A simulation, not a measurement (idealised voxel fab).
Herein follows the process module entitled voxel transistor to metal.
Shown is cross-section cut, with a width of 295 nm and square cells of size 5 nm.
Each cross-section below is a grid of square cells, stated as bands in top-down order, with one or more rows of cells making up each band.
The entry gives the band's vertical extent as a top height and a bottom height in nm, then its horizontal make-up as materials from left to right, each with a width in nm. "air" stands for empty space; a single material marked "all across" fills the band edge to edge.
Heights are expressed relative to 0, this being the level below which the as-received wafer comprises one material exclusively. The lowest band is unbounded in the downward direction and is denoted as in "from 0 down".
When a width is written as two numbers, as in "30->40", the first number is the width in the top row of cells of the band and the second is the width in its bottom row, and the width changes by the same amount from each row to the next.
Any step labelled "no modifications" changed none of the cells in the cross-section.
This entry, "Closed void listing", enumerates those empty regions of no fewer than 8 cells that possess no open connection to the top. Each region is reported in the form width x height at distance, the distance being taken from the left edge, with all three quantities expressed in nm.
That trailing text on a step's line, after the settings, is the simulator's own remark on the step.
overlay nm: mask offset rightward from planned place, masked step; negative means leftward offset.

-- Intended process steps
1: RECEIVE,material Si
2: CONFORMAL_DEP,material SiO2,thk nm 5
3: CONFORMAL_DEP,material SiN,thk nm 10
4: MASKED_ETCH,tone cover,mask id ACTIVE,width nm 110,pitch nm 140,etch materials SiN,depth nm 10,overlay nm 0
5: MASKED_ETCH,tone cover,mask id ACTIVE,width nm 110,pitch nm 140,etch materials SiO2,depth nm 5,overlay nm 0
6: MASKED_ETCH,tone cover,mask id ACTIVE,width nm 110,pitch nm 140,etch materials Si,depth nm 20,overlay nm 0
7: FILL_DEP,material SiO2,thk nm 5
8: CMP,height nm 15
9: SELECTIVE_ETCH,etch materials SiO2,depth nm 5
10: STRIP,etch materials SiN
11: SELECTIVE_ETCH,etch materials SiO2,depth nm 5
12: OXIDIZE,depth nm 5
13: DIRECTIONAL_DEP,material polySi,thk nm 30
14: DIRECTIONAL_DEP,material SiCN,thk nm 10
15: MASKED_ETCH,tone cover,mask id GATE,width nm 20,pitch nm 140,etch materials SiCN,depth nm 20,overlay nm 0
16: MASKED_ETCH,tone cover,mask id GATE,width nm 20,pitch nm 140,etch materials polySi,depth nm 40,overlay nm 0
17: CONFORMAL_DEP,material SiO2,thk nm 5
18: DIRECTIONAL_ETCH,etch materials SiO2,depth nm 5
19: CONFORMAL_DEP,material SiN,thk nm 10
20: DIRECTIONAL_ETCH,etch materials SiN,depth nm 10
21: DIRECTIONAL_ETCH,etch materials SiO2,depth nm 5
22: DIRECTIONAL_ETCH,etch materials Si,depth nm 15
23: EPI,material pSi,thk nm 15
24: FILL_DEP,material SiO2,thk nm 10
25: CMP,height nm 40
26: DIRECTIONAL_DEP,material SiO2,thk nm 15
27: PATTERN,tone open,mask id CONTACT,material resist,width nm 20,thk nm 20,overlay nm 0
28: DIRECTIONAL_ETCH,etch materials SiO2,depth nm 45
29: STRIP,etch materials resist
30: CONFORMAL_DEP,material TiN,thk nm 5
31: FILL_DEP,material Ru,thk nm 5
32: CMP,height nm 55
33: CONFORMAL_DEP,material SiCN,thk nm 5
34: DIRECTIONAL_DEP,material SiO2,thk nm 20
35: DIRECTIONAL_DEP,material aC,thk nm 10
36: PATTERN,tone open,mask id METAL_1,material resist,width nm 20,thk nm 30,overlay nm 0
37: DIRECTIONAL_ETCH,etch materials aC,depth nm 10
38: STRIP,etch materials resist
39: DIRECTIONAL_ETCH,etch materials SiO2,depth nm 20
40: DIRECTIONAL_ETCH,etch materials SiCN,depth nm 5
41: STRIP,etch materials aC
42: CONFORMAL_DEP,material TiN,thk nm 5
43: FILL_DEP,material Cu,thk nm 5
44: CMP,height nm 80
45: CONFORMAL_DEP,material SiCN,thk nm 5

-- Cross-section, incoming material, after step 1
from 0 down: Si all across
Closed void listing: none

-- End-of-module cross-section of the first of two wafers, processed as planned
from 85 to 80: SiCN all across
from 80 to 60: 25 of SiO2 | 5 of TiN | 10 of Cu | 5 of TiN | 60 of SiO2 | 5 of TiN | 10 of Cu | 5 of TiN | 40 of SiO2 | 5 of TiN | 10 of Cu | 5 of TiN | 60 of SiO2 | 5 of TiN | 10 of Cu | 5 of TiN | 30 of SiO2
from 60 to 55: 25 of SiCN | 20 of TiN | 60 of SiCN | 20 of TiN | 40 of SiCN | 20 of TiN | 60 of SiCN | 20 of TiN | 30 of SiCN
from 55 to 40: 25 of SiO2 | 5 of TiN | 10 of Ru | 5 of TiN | 60 of SiO2 | 5 of TiN | 10 of Ru | 5 of TiN | 40 of SiO2 | 5 of TiN | 10 of Ru | 5 of TiN | 60 of SiO2 | 5 of TiN | 10 of Ru | 5 of TiN | 30 of SiO2
from 40 to 30: 25 of SiO2 | 5 of TiN | 10 of Ru | 5 of TiN | 5 of SiO2 | 10 of SiN | 5 of SiO2 | 20 of SiCN | 5 of SiO2 | 10 of SiN | 5 of SiO2 | 5 of TiN | 10 of Ru | 5 of TiN | 40 of SiO2 | 5 of TiN | 10 of Ru | 5 of TiN | 5 of SiO2 | 10 of SiN | 5 of SiO2 | 20 of SiCN | 5 of SiO2 | 10 of SiN | 5 of SiO2 | 5 of TiN | 10 of Ru | 5 of TiN | 30 of SiO2
from 30 to 15: 25 of SiO2 | 5 of TiN | 10 of Ru | 5 of TiN | 5 of SiO2 | 10 of SiN | 5 of SiO2 | 20 of polySi | 5 of SiO2 | 10 of SiN | 5 of SiO2 | 5 of TiN | 10 of Ru | 5 of TiN | 40 of SiO2 | 5 of TiN | 10 of Ru | 5 of TiN | 5 of SiO2 | 10 of SiN | 5 of SiO2 | 20 of polySi | 5 of SiO2 | 10 of SiN | 5 of SiO2 | 5 of TiN | 10 of Ru | 5 of TiN | 30 of SiO2
from 15 to 10: 25 of SiO2 | 20 of TiN | 5 of SiO2 | 10 of SiN | 5 of SiO2 | 20 of polySi | 5 of SiO2 | 10 of SiN | 5 of SiO2 | 20 of TiN | 40 of SiO2 | 20 of TiN | 5 of SiO2 | 10 of SiN | 5 of SiO2 | 20 of polySi | 5 of SiO2 | 10 of SiN | 5 of SiO2 | 20 of TiN | 30 of SiO2
from 10 to 5: 25 of SiO2 | 25 of pSi | 10 of SiN | 5 of SiO2 | 20 of polySi | 5 of SiO2 | 10 of SiN | 25 of pSi | 40 of SiO2 | 25 of pSi | 10 of SiN | 5 of SiO2 | 20 of polySi | 5 of SiO2 | 10 of SiN | 25 of pSi | 30 of SiO2
from 5 to 0: 20 of SiO2 | 10 of SiN | 20 of pSi | 10 of SiN | 5 of SiO2 | 20 of polySi | 5 of SiO2 | 10 of SiN | 20 of pSi | 10 of SiN | 30 of SiO2 | 10 of SiN | 20 of pSi | 10 of SiN | 5 of SiO2 | 20 of polySi | 5 of SiO2 | 10 of SiN | 20 of pSi | 10 of SiN | 25 of SiO2
from 0 to -5: 30 of SiO2 | 20 of pSi | 50 of SiO2 | 20 of pSi | 50 of SiO2 | 20 of pSi | 50 of SiO2 | 20 of pSi | 35 of SiO2
from -5 to -20: 20 of SiO2 | 10 of Si | 20 of pSi | 50 of Si | 20 of pSi | 10 of Si | 30 of SiO2 | 10 of Si | 20 of pSi | 50 of Si | 20 of pSi | 10 of Si | 25 of SiO2
from -20 down: Si all across
Closed void listing: none

-- Wafer two, sectioned after the module: the first wafer's start, the first wafer's plan, and one mistake in how it was run
from 85 to 80: SiCN all across
from 80 to 60: 25 of SiO2 | 5 of TiN | 10 of Cu | 5 of TiN | 60 of SiO2 | 5 of TiN | 10 of Cu | 5 of TiN | 40 of SiO2 | 5 of TiN | 10 of Cu | 5 of TiN | 60 of SiO2 | 5 of TiN | 10 of Cu | 5 of TiN | 30 of SiO2
from 60 to 55: 25 of SiCN | 20 of TiN | 60 of SiCN | 20 of TiN | 40 of SiCN | 20 of TiN | 60 of SiCN | 20 of TiN | 30 of SiCN
from 55 to 45: 25 of SiO2 | 5 of TiN | 10 of Ru | 5 of TiN | 60 of SiO2 | 5 of TiN | 10 of Ru | 5 of TiN | 40 of SiO2 | 5 of TiN | 10 of Ru | 5 of TiN | 60 of SiO2 | 5 of TiN | 10 of Ru | 5 of TiN | 30 of SiO2
from 45 to 40: 25 of SiO2 | 20 of TiN | 60 of SiO2 | 20 of TiN | 40 of SiO2 | 20 of TiN | 60 of SiO2 | 20 of TiN | 30 of SiO2
from 40 to 35: 65 of SiCN | 5 of SiO2 | 10 of SiN | 5 of SiO2 | 120 of SiCN | 5 of SiO2 | 10 of SiN | 5 of SiO2 | 70 of SiCN
from 35 to 30: 15 of polySi | 50 of SiCN | 5 of SiO2 | 10 of SiN | 5 of SiO2 | 50 of SiCN | 20 of polySi | 50 of SiCN | 5 of SiO2 | 10 of SiN | 5 of SiO2 | 50 of SiCN | 20 of polySi
from 30 to 5: polySi all across
from 5 to 0: 15 of SiO2 | 120 of polySi | 20 of SiO2 | 120 of polySi | 20 of SiO2
from 0 to -5: SiO2 all across
from -5 to -20: 20 of SiO2 | 110 of Si | 30 of SiO2 | 110 of Si | 25 of SiO2
from -20 down: Si all across
Closed void listing: none
So what did we get wrong on this run? off-plan run, step 15, actual operation and settings MASKED_ETCH,tone open,mask id GATE,width nm 20,pitch nm 140,etch materials SiCN,depth nm 20,overlay nm 0
In the final state, the cell counts of the second wafer exceed or fall short of those of the first for the following materials: Ru: 48 fewer | Si: 48 more | SiCN: 75 more | SiN: 64 fewer | SiO2: 169 fewer | TiN: 48 fewer | pSi: 100 fewer | polySi: 306 more
